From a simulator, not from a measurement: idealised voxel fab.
You're looking at the process module voxel ribs on slabs.
Square cell edge 5 nm, section width 210 nm, ID cut.
Reading order for cross-sections: top band down to bottom band. Underlying form: a grid of square cells. Band size: one or more rows of cells. Heights first: top, then bottom, in nm. Then materials, left to right, each with a width in nm. "everywhere" on a single material: fills the band edge to edge. "blank": empty space. Below 0: as-received wafer, all one material; heights counted from there. Lowest band: no bottom, goes on down, written "0 -> down". It should be noted that a width expressed as "30 to 40" varies in equal increments from row to row of cells within the band, taking the value of the first number at the top row and that of the second number at the bottom row. The cross-section has no changed cell in any step marked "remained the same". "Closed cavity list" contains a list of empty spaces, each no smaller than 8 cells and without an open way to the top, written in the form width x height at distance with the distance from the left edge and all three in nm. It should be noted that, on the line of a given step, the content following the step's settings is a remark produced by the simulator itself with respect to that step. The line of a step may include "overlay nm". On a step with a mask, this value is how far to the right of its planned place the mask lay. A negative value means the mask lay to the left.

The process steps that were planned are listed below:
1 RECEIVE | material Si
2 DIRECTIONAL_DEP | material SiO2 | thk nm 20
3 DIRECTIONAL_DEP | material SiN | thk nm 20
4 PATTERN | tone cover | mask id RIB | material resist | width nm 30 | thk nm 20 | overlay nm 0
5 DIRECTIONAL_ETCH | etch materials SiN | depth nm 15
6 STRIP | etch materials resist
7 PATTERN | tone cover | mask id SLAB | material resist | width nm 90 | thk nm 20 | overlay nm 0
8 DIRECTIONAL_ETCH | etch materials SiN | depth nm 5
9 STRIP | etch materials resist
10 FILL_DEP | material SiO2 | thk nm 15
11 CMP | height nm 50
12 DIRECTIONAL_DEP | material W | thk nm 5
13 PATTERN | tone cover | mask id HEATER | material resist | width nm 40 | thk nm 20 | overlay nm 0
14 DIRECTIONAL_ETCH | etch materials W | depth nm 5
15 STRIP | etch materials resist
16 CONFORMAL_DEP | material SiN | thk nm 5

First of two wafers, processed according to plan:

So this is the incoming wafer in cross-section - it's already been through step 1:
- 0 -> down  Si everywhere
- Closed cavity list: none

The following cross-section depicts the wafer upon completion of step 2:
- 20 -> 0  SiO2 everywhere
- Heights below 0 show no change.

The following cross-section depicts the wafer upon completion of step 3:
- 40 -> 20  SiN everywhere
- Heights below 20 show no change.

The following cross-section depicts the wafer upon completion of step 4:
- 60 -> 40  blank: 90  resist: 30  blank: 90
- Heights below 40 show no change.

The following cross-section depicts the wafer upon completion of step 5:
- 60 -> 40  blank: 90  resist: 30  blank: 90
- 40 -> 25  blank: 90  SiN: 30  blank: 90
- Heights below 25 show no change.

The following cross-section depicts the wafer upon completion of step 6:
- 40 -> 25  blank: 90  SiN: 30  blank: 90
- Heights below 25 show no change.

The following cross-section depicts the wafer upon completion of step 7:
- 60 -> 40  blank: 60  resist: 90  blank: 60
- 40 -> 25  blank: 60  resist: 30  SiN: 30  resist: 30  blank: 60
- Heights below 25 show no change.

The following cross-section depicts the wafer upon completion of step 8:
- 60 -> 40  blank: 60  resist: 90  blank: 60
- 40 -> 25  blank: 60  resist: 30  SiN: 30  resist: 30  blank: 60
- 25 -> 20  blank: 60  SiN: 90  blank: 60
- Heights below 20 show no change.

The following cross-section depicts the wafer upon completion of step 9:
- 40 -> 25  blank: 90  SiN: 30  blank: 90
- Heights below 25 show no change.

The following cross-section depicts the wafer upon completion of step 10:
- 55 -> 40  SiO2 everywhere
- 40 -> 25  SiO2: 90  SiN: 30  SiO2: 90
- 25 -> 20  SiO2: 60  SiN: 90  SiO2: 60
- Heights below 20 show no change.

The following cross-section depicts the wafer upon completion of step 11:
- 50 -> 40  SiO2 everywhere
- Heights below 40 show no change.

The following cross-section depicts the wafer upon completion of step 12:
- 55 -> 50  W everywhere
- Heights below 50 show no change.

The following cross-section depicts the wafer upon completion of step 13:
- 75 -> 55  blank: 85  resist: 40  blank: 85
- Heights below 55 show no change.

The following cross-section depicts the wafer upon completion of step 14:
- 75 -> 55  blank: 85  resist: 40  blank: 85
- 55 -> 50  blank: 85  W: 40  blank: 85
- Heights below 50 show no change.

The following cross-section depicts the wafer upon completion of step 15:
- 55 -> 50  blank: 85  W: 40  blank: 85
- Heights below 50 show no change.

The following cross-section depicts the wafer upon completion of step 16:
- 60 -> 55  blank: 80  SiN: 50  blank: 80
- 55 -> 50  SiN: 85  W: 40  SiN: 85
- Heights below 50 show no change.

Wafer two of the pair: same origin, same plan, one error during the run; identical to wafer one up to and including step 1:

Cross-section of the second wafer corresponding to the planned conclusion of step 2:
- 20 -> 0  SiN everywhere
- Heights below 0 show no change.

Cross-section of the second wafer corresponding to the planned conclusion of step 3:
- 40 -> 20  SiO2 everywhere
- Heights below 20 show no change.

Cross-section of the second wafer corresponding to the planned conclusion of step 4:
- 60 -> 40  blank: 90  resist: 30  blank: 90
- Heights below 40 show no change.

Cross-section of the second wafer corresponding to the planned conclusion of step 5: remained the same

Cross-section of the second wafer corresponding to the planned conclusion of step 6:
- 40 -> 20  SiO2 everywhere
- Heights below 20 show no change.

Cross-section of the second wafer corresponding to the planned conclusion of step 7:
- 60 -> 40  blank: 60  resist: 90  blank: 60
- Heights below 40 show no change.

Cross-section of the second wafer corresponding to the planned conclusion of step 8: remained the same

Cross-section of the second wafer corresponding to the planned conclusion of step 9:
- 40 -> 20  SiO2 everywhere
- Heights below 20 show no change.

Cross-section of the second wafer corresponding to the planned conclusion of step 10:
- 55 -> 20  SiO2 everywhere
- Heights below 20 show no change.

Cross-section of the second wafer corresponding to the planned conclusion of step 11:
- 50 -> 20  SiO2 everywhere
- Heights below 20 show no change.

Cross-section of the second wafer corresponding to the planned conclusion of step 12:
- 55 -> 50  W everywhere
- Heights below 50 show no change.

Cross-section of the second wafer corresponding to the planned conclusion of step 13:
- 75 -> 55  blank: 85  resist: 40  blank: 85
- Heights below 55 show no change.

Cross-section of the second wafer corresponding to the planned conclusion of step 14:
- 75 -> 55  blank: 85  resist: 40  blank: 85
- 55 -> 50  blank: 85  W: 40  blank: 85
- Heights below 50 show no change.

Cross-section of the second wafer corresponding to the planned conclusion of step 15:
- 55 -> 50  blank: 85  W: 40  blank: 85
- Heights below 50 show no change.

Cross-section of the second wafer corresponding to the planned conclusion of step 16:
- 60 -> 55  blank: 80  SiN: 50  blank: 80
- 55 -> 50  SiN: 85  W: 40  SiN: 85
- Heights below 50 show no change.
Deviation from plan: steps 2 and 3 swapped
Wafer comparison, final, in cells, second relative to first, materials more or fewer: +132 SiN | -132 SiO2
